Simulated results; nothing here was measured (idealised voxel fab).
Module name: voxel air gaps (process module)
Cross-section cut: width 260 nm, square cells of 5 nm.
Cross-section = grid of square cells, listed top down in bands; band = one or more rows. Top, bottom (nm), then materials left to right with widths (nm); lone material tagged "everywhere" fills the whole band edge to edge; "empty" = empty space. Note: height 0 marks the level under which the wafer is uniformly one material as received. Lowest band unbounded below, written "0..down". Graded width ("30 to 40"): value in top row of band = first number; value in bottom row = second number; row-to-row change constant. Step marked "nothing was modified"? Then no cell in the cross-section changed in it. Listed in "Catalogued sealed voids": every empty space of 8 or more cells without an open way to the top. Form: width x height at distance, the distance being from the left edge, all in nm. Formally, on a step line, whatever follows the settings is a remark that the simulator itself makes on the step. overlay nm: on a step with a mask, how far right of its planned place the mask lay; negative means left.

Planned step list for the process:
1. RECEIVE, material Si
2. CONFORMAL_DEP, material SiO2, thk nm 10
3. CONFORMAL_DEP, material SiCN, thk nm 5
4. DIRECTIONAL_DEP, material lowk, thk nm 40
5. DIRECTIONAL_DEP, material aC, thk nm 15
6. PATTERN, tone open, mask id LINES, material resist, width nm 25, pitch nm 50, thk nm 35, overlay nm 0
7. DIRECTIONAL_ETCH, etch materials aC, depth nm 15
8. STRIP, etch materials resist
9. DIRECTIONAL_ETCH, etch materials lowk, depth nm 40
10. STRIP, etch materials aC
11. CONFORMAL_DEP, material TiN, thk nm 5
12. FILL_DEP, material W, thk nm 5
13. CMP, height nm 55
14. EPI, material Ru, thk nm 10
15. SELECTIVE_ETCH, etch materials lowk, depth nm 50
16. CONFORMAL_DEP, material SiCN, thk nm 5

First out of two wafers; run went to plan:

As-received wafer cross-section (after step 1):
- 0..down  Si everywhere
- Catalogued sealed voids: none

Cross-section of the wafer after step 2:
- 10..0  SiO2 everywhere
- Anything lower than 0 is untouched.

Cross-section of the wafer after step 3:
- 15..10  SiCN everywhere
- Anything lower than 10 is untouched.

Cross-section of the wafer after step 4:
- 55..15  lowk everywhere
- Anything lower than 15 is untouched.

Cross-section of the wafer after step 5:
- 70..55  aC everywhere
- Anything lower than 55 is untouched.

Cross-section of the wafer after step 6:
- 105..70  resist (40), then empty (25), then resist (25), then empty (25), then resist (25), then empty (25), then resist (25), then empty (25), then resist (45)
- Anything lower than 70 is untouched.

Cross-section of the wafer after step 7:
- 90..70  resist (40), then empty (25), then resist (25), then empty (25), then resist (25), then empty (25), then resist (25), then empty (25), then resist (45)
- 70..55  aC (40), then empty (25), then aC (25), then empty (25), then aC (25), then empty (25), then aC (25), then empty (25), then aC (45)
- Anything lower than 55 is untouched.

Cross-section of the wafer after step 8:
- 70..55  aC (40), then empty (25), then aC (25), then empty (25), then aC (25), then empty (25), then aC (25), then empty (25), then aC (45)
- Anything lower than 55 is untouched.

Cross-section of the wafer after step 9:
- 70..55  aC (40), then empty (25), then aC (25), then empty (25), then aC (25), then empty (25), then aC (25), then empty (25), then aC (45)
- 55..15  lowk (40), then empty (25), then lowk (25), then empty (25), then lowk (25), then empty (25), then lowk (25), then empty (25), then lowk (45)
- Anything lower than 15 is untouched.

Cross-section of the wafer after step 10:
- 55..15  lowk (40), then empty (25), then lowk (25), then empty (25), then lowk (25), then empty (25), then lowk (25), then empty (25), then lowk (45)
- Anything lower than 15 is untouched.

Cross-section of the wafer after step 11:
- 60..55  TiN (45), then empty (15), then TiN (35), then empty (15), then TiN (35), then empty (15), then TiN (35), then empty (15), then TiN (50)
- 55..20  lowk (40), then TiN (5), then empty (15), then TiN (5), then lowk (25), then TiN (5), then empty (15), then TiN (5), then lowk (25), then TiN (5), then empty (15), then TiN (5), then lowk (25), then TiN (5), then empty (15), then TiN (5), then lowk (45)
- 20..15  lowk (40), then TiN (25), then lowk (25), then TiN (25), then lowk (25), then TiN (25), then lowk (25), then TiN (25), then lowk (45)
- Anything lower than 15 is untouched.

Cross-section of the wafer after step 12:
- 65..60  W everywhere
- 60..55  TiN (45), then W (15), then TiN (35), then W (15), then TiN (35), then W (15), then TiN (35), then W (15), then TiN (50)
- 55..20  lowk (40), then TiN (5), then W (15), then TiN (5), then lowk (25), then TiN (5), then W (15), then TiN (5), then lowk (25), then TiN (5), then W (15), then TiN (5), then lowk (25), then TiN (5), then W (15), then TiN (5), then lowk (45)
- Anything lower than 20 is untouched.

Cross-section of the wafer after step 13:
- 55..20  lowk (40), then TiN (5), then W (15), then TiN (5), then lowk (25), then TiN (5), then W (15), then TiN (5), then lowk (25), then TiN (5), then W (15), then TiN (5), then lowk (25), then TiN (5), then W (15), then TiN (5), then lowk (45)
- Anything lower than 20 is untouched.

Cross-section of the wafer after step 14:
- 65..55  empty (30), then Ru (45), then empty (5), then Ru (45), then empty (5), then Ru (45), then empty (5), then Ru (45), then empty (35)
- Anything lower than 55 is untouched.

Cross-section of the wafer after step 15:
- 65..55  empty (30), then Ru (45), then empty (5), then Ru (45), then empty (5), then Ru (45), then empty (5), then Ru (45), then empty (35)
- 55..20  empty (40), then TiN (5), then W (15), then TiN (5), then empty (25), then TiN (5), then W (15), then TiN (5), then empty (25), then TiN (5), then W (15), then TiN (5), then empty (25), then TiN (5), then W (15), then TiN (5), then empty (45)
- 20..15  empty (40), then TiN (25), then empty (25), then TiN (25), then empty (25), then TiN (25), then empty (25), then TiN (25), then empty (45)
- Anything lower than 15 is untouched.

Cross-section of the wafer after step 16:
- 70..65  empty (25), then SiCN (205), then empty (30)
- 65..55  empty (25), then SiCN (5), then Ru (45), then SiCN (5), then Ru (45), then SiCN (5), then Ru (45), then SiCN (5), then Ru (45), then SiCN (5), then empty (30)
- 55..50  empty (25), then SiCN (15), then TiN (5), then W (15), then TiN (5), then SiCN (25), then TiN (5), then W (15), then TiN (5), then SiCN (25), then TiN (5), then W (15), then TiN (5), then SiCN (25), then TiN (5), then W (15), then TiN (5), then SiCN (15), then empty (30)
- 50..20  empty (35), then SiCN (5), then TiN (5), then W (15), then TiN (5), then SiCN (5), then empty (15), then SiCN (5), then TiN (5), then W (15), then TiN (5), then SiCN (5), then empty (15), then SiCN (5), then TiN (5), then W (15), then TiN (5), then SiCN (5), then empty (15), then SiCN (5), then TiN (5), then W (15), then TiN (5), then SiCN (5), then empty (40)
- 20..15  SiCN (40), then TiN (25), then SiCN (25), then TiN (25), then SiCN (25), then TiN (25), then SiCN (25), then TiN (25), then SiCN (45)
- Anything lower than 15 is untouched.
- Catalogued sealed voids: 15 x 30 at 70; 15 x 30 at 120; 15 x 30 at 170

Second wafer. Start and plan as for the first. One mistake made in running. Agrees with the first up to and including step 1:

Second wafer profile in section, at the moment step 2 of the plan was meant to be complete:
- 10..0  TiN everywhere
- Anything lower than 0 is untouched.

Second wafer profile in section, at the moment step 3 of the plan was meant to be complete:
- 15..10  SiCN everywhere
- Anything lower than 10 is untouched.

Second wafer profile in section, at the moment step 4 of the plan was meant to be complete:
- 55..15  lowk everywhere
- Anything lower than 15 is untouched.

Second wafer profile in section, at the moment step 5 of the plan was meant to be complete:
- 70..55  aC everywhere
- Anything lower than 55 is untouched.

Second wafer profile in section, at the moment step 6 of the plan was meant to be complete:
- 105..70  resist (40), then empty (25), then resist (25), then empty (25), then resist (25), then empty (25), then resist (25), then empty (25), then resist (45)
- Anything lower than 70 is untouched.

Second wafer profile in section, at the moment step 7 of the plan was meant to be complete:
- 90..70  resist (40), then empty (25), then resist (25), then empty (25), then resist (25), then empty (25), then resist (25), then empty (25), then resist (45)
- 70..55  aC (40), then empty (25), then aC (25), then empty (25), then aC (25), then empty (25), then aC (25), then empty (25), then aC (45)
- Anything lower than 55 is untouched.

Second wafer profile in section, at the moment step 8 of the plan was meant to be complete:
- 70..55  aC (40), then empty (25), then aC (25), then empty (25), then aC (25), then empty (25), then aC (25), then empty (25), then aC (45)
- Anything lower than 55 is untouched.

Second wafer profile in section, at the moment step 9 of the plan was meant to be complete:
- 70..55  aC (40), then empty (25), then aC (25), then empty (25), then aC (25), then empty (25), then aC (25), then empty (25), then aC (45)
- 55..15  lowk (40), then empty (25), then lowk (25), then empty (25), then lowk (25), then empty (25), then lowk (25), then empty (25), then lowk (45)
- Anything lower than 15 is untouched.

Second wafer profile in section, at the moment step 10 of the plan was meant to be complete:
- 55..15  lowk (40), then empty (25), then lowk (25), then empty (25), then lowk (25), then empty (25), then lowk (25), then empty (25), then lowk (45)
- Anything lower than 15 is untouched.

Second wafer profile in section, at the moment step 11 of the plan was meant to be complete:
- 60..55  TiN (45), then empty (15), then TiN (35), then empty (15), then TiN (35), then empty (15), then TiN (35), then empty (15), then TiN (50)
- 55..20  lowk (40), then TiN (5), then empty (15), then TiN (5), then lowk (25), then TiN (5), then empty (15), then TiN (5), then lowk (25), then TiN (5), then empty (15), then TiN (5), then lowk (25), then TiN (5), then empty (15), then TiN (5), then lowk (45)
- 20..15  lowk (40), then TiN (25), then lowk (25), then TiN (25), then lowk (25), then TiN (25), then lowk (25), then TiN (25), then lowk (45)
- Anything lower than 15 is untouched.

Second wafer profile in section, at the moment step 12 of the plan was meant to be complete:
- 65..60  W everywhere
- 60..55  TiN (45), then W (15), then TiN (35), then W (15), then TiN (35), then W (15), then TiN (35), then W (15), then TiN (50)
- 55..20  lowk (40), then TiN (5), then W (15), then TiN (5), then lowk (25), then TiN (5), then W (15), then TiN (5), then lowk (25), then TiN (5), then W (15), then TiN (5), then lowk (25), then TiN (5), then W (15), then TiN (5), then lowk (45)
- Anything lower than 20 is untouched.

Second wafer profile in section, at the moment step 13 of the plan was meant to be complete:
- 55..20  lowk (40), then TiN (5), then W (15), then TiN (5), then lowk (25), then TiN (5), then W (15), then TiN (5), then lowk (25), then TiN (5), then W (15), then TiN (5), then lowk (25), then TiN (5), then W (15), then TiN (5), then lowk (45)
- Anything lower than 20 is untouched.

Second wafer profile in section, at the moment step 14 of the plan was meant to be complete:
- 65..55  empty (30), then Ru (45), then empty (5), then Ru (45), then empty (5), then Ru (45), then empty (5), then Ru (45), then empty (35)
- Anything lower than 55 is untouched.

Second wafer profile in section, at the moment step 15 of the plan was meant to be complete:
- 65..55  empty (30), then Ru (45), then empty (5), then Ru (45), then empty (5), then Ru (45), then empty (5), then Ru (45), then empty (35)
- 55..20  empty (40), then TiN (5), then W (15), then TiN (5), then empty (25), then TiN (5), then W (15), then TiN (5), then empty (25), then TiN (5), then W (15), then TiN (5), then empty (25), then TiN (5), then W (15), then TiN (5), then empty (45)
- 20..15  empty (40), then TiN (25), then empty (25), then TiN (25), then empty (25), then TiN (25), then empty (25), then TiN (25), then empty (45)
- Anything lower than 15 is untouched.

Second wafer profile in section, at the moment step 16 of the plan was meant to be complete:
- 70..65  empty (25), then SiCN (205), then empty (30)
- 65..55  empty (25), then SiCN (5), then Ru (45), then SiCN (5), then Ru (45), then SiCN (5), then Ru (45), then SiCN (5), then Ru (45), then SiCN (5), then empty (30)
- 55..50  empty (25), then SiCN (15), then TiN (5), then W (15), then TiN (5), then SiCN (25), then TiN (5), then W (15), then TiN (5), then SiCN (25), then TiN (5), then W (15), then TiN (5), then SiCN (25), then TiN (5), then W (15), then TiN (5), then SiCN (15), then empty (30)
- 50..20  empty (35), then SiCN (5), then TiN (5), then W (15), then TiN (5), then SiCN (5), then empty (15), then SiCN (5), then TiN (5), then W (15), then TiN (5), then SiCN (5), then empty (15), then SiCN (5), then TiN (5), then W (15), then TiN (5), then SiCN (5), then empty (15), then SiCN (5), then TiN (5), then W (15), then TiN (5), then SiCN (5), then empty (40)
- 20..15  SiCN (40), then TiN (25), then SiCN (25), then TiN (25), then SiCN (25), then TiN (25), then SiCN (25), then TiN (25), then SiCN (45)
- Anything lower than 15 is untouched.
- Catalogued sealed voids: 15 x 30 at 70; 15 x 30 at 120; 15 x 30 at 170
It is concluded that the wafer was processed incorrectly with respect to the plan, in that step 2: run off-plan, actual operation and settings CONFORMAL_DEP, material TiN, thk nm 10
Materials where the second wafer ends with more or fewer cells than the first: -104 SiO2, +104 TiN
